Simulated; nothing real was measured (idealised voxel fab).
Title: Process Module voxel fin reveal
The cross-section on display is named cut; it measures 235 nm wide, and its cells are 5 nm squares.
The cross-sections in this document take the form of a grid made of square cells. They are written out as bands, in order from top to bottom. Each band consists of one or more rows of cells. Heads up on the band format: heights come first, top then bottom, in nm. After that it's the materials left to right, each with its width in nm. A single material flagged "everywhere" fills the whole band edge to edge, and "blank" means there's empty space there. Heights are reckoned from 0. Under this level, the received wafer is all of one material. The bottommost band is open-ended downward, for example "0 and below". The width entry "30 to 40" should be interpreted row by row: the top row of cells in the band takes the first number, the bottom row takes the second number, and the change between adjacent rows is uniform throughout. A step reported as "nothing was modified" is a step in which no cell of the cross-section changed. "Enclosed cavities" lists enclosed empty spaces (at least 8 cells, no open path upward to the top), each as width x height at distance from the left edge, in nm. On each step's line, the part that comes after the settings is the simulator's own comment on the step. When a step includes a mask, the "overlay nm" setting on its line states how far to the right of its planned place that mask lay, and negative values state how far to the left.
The steps planned for the process are as follows:
1: RECEIVE (material Si)
2: CONFORMAL_DEP (material SiN; thk nm 5)
3: DIRECTIONAL_DEP (material aC; thk nm 15)
4: PATTERN (tone cover; mask id FINS; material resist; width nm 15; pitch nm 45; thk nm 30; overlay nm 0)
5: DIRECTIONAL_ETCH (etch materials aC; depth nm 15)
6: STRIP (etch materials resist)
7: DIRECTIONAL_ETCH (etch materials SiN; depth nm 5)
8: DIRECTIONAL_ETCH (etch materials Si; depth nm 40)
9: STRIP (etch materials aC)
10: FILL_DEP (material SiO2; thk nm 10)
11: CMP (height nm 5)
12: SELECTIVE_ETCH (etch materials SiO2; depth nm 35)
13: STRIP (etch materials SiN)
The cross-section here shows the wafer as received, i.e. in its state after step 1:
    0 and below  Si everywhere
    Enclosed cavities: none
First of two wafers at the end of the module, shown in cross-section; run carried out as planned:
    0 down to -30  blank 40 nm / Si 15 nm / blank 30 nm / Si 15 nm / blank 30 nm / Si 15 nm / blank 30 nm / Si 15 nm / blank 45 nm
    -30 down to -40  SiO2 40 nm / Si 15 nm / SiO2 30 nm / Si 15 nm / SiO2 30 nm / Si 15 nm / SiO2 30 nm / Si 15 nm / SiO2 45 nm
    -40 and below  Si everywhere
    Enclosed cavities: none
Cross-sectional view of the second of two wafers upon completion of the module. This wafer shared its starting condition and process plan with the first; one error was made during its execution:
    0 down to -30  blank 35 nm / Si 15 nm / blank 30 nm / Si 15 nm / blank 30 nm / Si 15 nm / blank 30 nm / Si 15 nm / blank 50 nm
    -30 down to -40  SiO2 35 nm / Si 15 nm / SiO2 30 nm / Si 15 nm / SiO2 30 nm / Si 15 nm / SiO2 30 nm / Si 15 nm / SiO2 50 nm
    -40 and below  Si everywhere
    Enclosed cavities: none
Processing error: off-plan run, step 4, actual operation and settings PATTERN (tone cover; mask id FINS; material resist; width nm 15; pitch nm 45; thk nm 30; overlay nm -5)
at the end the second wafer has, in cells: as many of each material as the first, in other places
